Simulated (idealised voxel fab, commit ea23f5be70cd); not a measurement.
Documented hereafter: the process module known as voxel self aligned contacts.
The width of the displayed cross-section, cut, is 175 nm; its cells are square, with a size of 5 nm.
A cross-section in this document is a grid of square cells, and it is written down as bands, the top band listed before the ones below it; a band is made up of one or more rows of cells.
Band: top and bottom heights (nm) first, top before bottom; then materials from left to right, widths in nm. "throughout" marks a sole material filling the band edge to edge. "empty" denotes empty space.
The reference from which all heights are counted is 0, the level beneath which the as-received wafer is entirely one material; the lowest band, having no lower bound, proceeds downward and is written after the example "0..down".
Read "30 to 40" as a graded width: first number on top, second number at the bottom, same change between each pair of neighbouring rows.
No cell of the cross-section changed in a step that is given as "nothing different".
In the "Entrapped voids" entry, you get each enclosed empty space of 8 cells or more, one with no open way to the top, written width x height at distance, distance from the left edge, in nm.
Whatever follows a step's settings on its line is a remark the simulator itself makes about that step.
overlay nm: for a step with a mask, the amount by which the mask lay right of where it was planned; a negative amount means left of it.

## plan
1. op RECEIVE | material Si
2. op CONFORMAL_DEP | material SiO2 | thk nm 5
3. op DIRECTIONAL_DEP | material polySi | thk nm 25
4. op DIRECTIONAL_DEP | material SiN | thk nm 15
5. op DIRECTIONAL_DEP | material aC | thk nm 10
6. op PATTERN | tone cover | mask id GATE | material resist | width nm 30 | pitch nm 55 | thk nm 30 | overlay nm 0
7. op DIRECTIONAL_ETCH | etch materials aC | depth nm 10
8. op STRIP | etch materials resist
9. op DIRECTIONAL_ETCH | etch materials SiN | depth nm 15
10. op DIRECTIONAL_ETCH | etch materials polySi | depth nm 25
11. op STRIP | etch materials aC
12. op CONFORMAL_DEP | material SiN | thk nm 5
13. op DIRECTIONAL_ETCH | etch materials SiN | depth nm 5
14. op FILL_DEP | material SiO2 | thk nm 20
15. op CMP | height nm 55
16. op MASKED_ETCH | tone open | mask id CONTACT | width nm 35 | etch materials SiO2 | depth nm 55 | overlay nm 0
17. op CONFORMAL_DEP | material TiN | thk nm 5
18. op FILL_DEP | material Ru | thk nm 5
19. op CMP | height nm 55
20. op CONFORMAL_DEP | material SiCN | thk nm 5

## Cross-section, incoming material, after step 1
    0..down = Si throughout
    Entrapped voids: none

## As-planned run: cross-section of the first of two wafers at end of module
    60..55 = SiCN throughout
    55..45 = SiO2=70 / TiN=5 to 15 / Ru=25 to 5 / TiN=5 to 15 / SiO2=70
    45..30 = SiO2=40 / SiN=40 / TiN=5 / Ru=5 / TiN=5 / SiN=40 / SiO2=40
    30..5 = SiO2=40 / SiN=5 / polySi=30 / SiN=5 / TiN=5 / Ru=5 / TiN=5 / SiN=5 / polySi=30 / SiN=5 / SiO2=40
    5..0 = SiO2=80 / TiN=15 / SiO2=80
    0..down = Si throughout
    Entrapped voids: none

## Now the second wafer, cross-sectioned at the end of the module. Nothing different at the start, nothing different in the plan compared with the first, just one mistake when it was actually run
    60..55 = SiCN throughout
    55..45 = SiO2=70 / TiN=5 to 20 / Ru=25 to 5 / TiN=5 to 10 / SiO2=70
    45..30 = SiO2=45 / SiN=40 / TiN=5 / Ru=5 / TiN=5 / SiN=40 / SiO2=35
    30..5 = SiO2=45 / SiN=5 / polySi=30 / SiN=5 / TiN=5 / Ru=5 / TiN=5 / SiN=5 / polySi=30 / SiN=5 / SiO2=35
    5..0 = SiO2=85 / TiN=15 / SiO2=75
    0..down = Si throughout
    Entrapped voids: none
So what did we get wrong on this run? contrary to plan, step 6 was performed as op PATTERN | tone cover | mask id GATE | material resist | width nm 30 | pitch nm 55 | thk nm 30 | overlay nm 5
End check, second vs first wafer: material counts in cells match, positions do not.
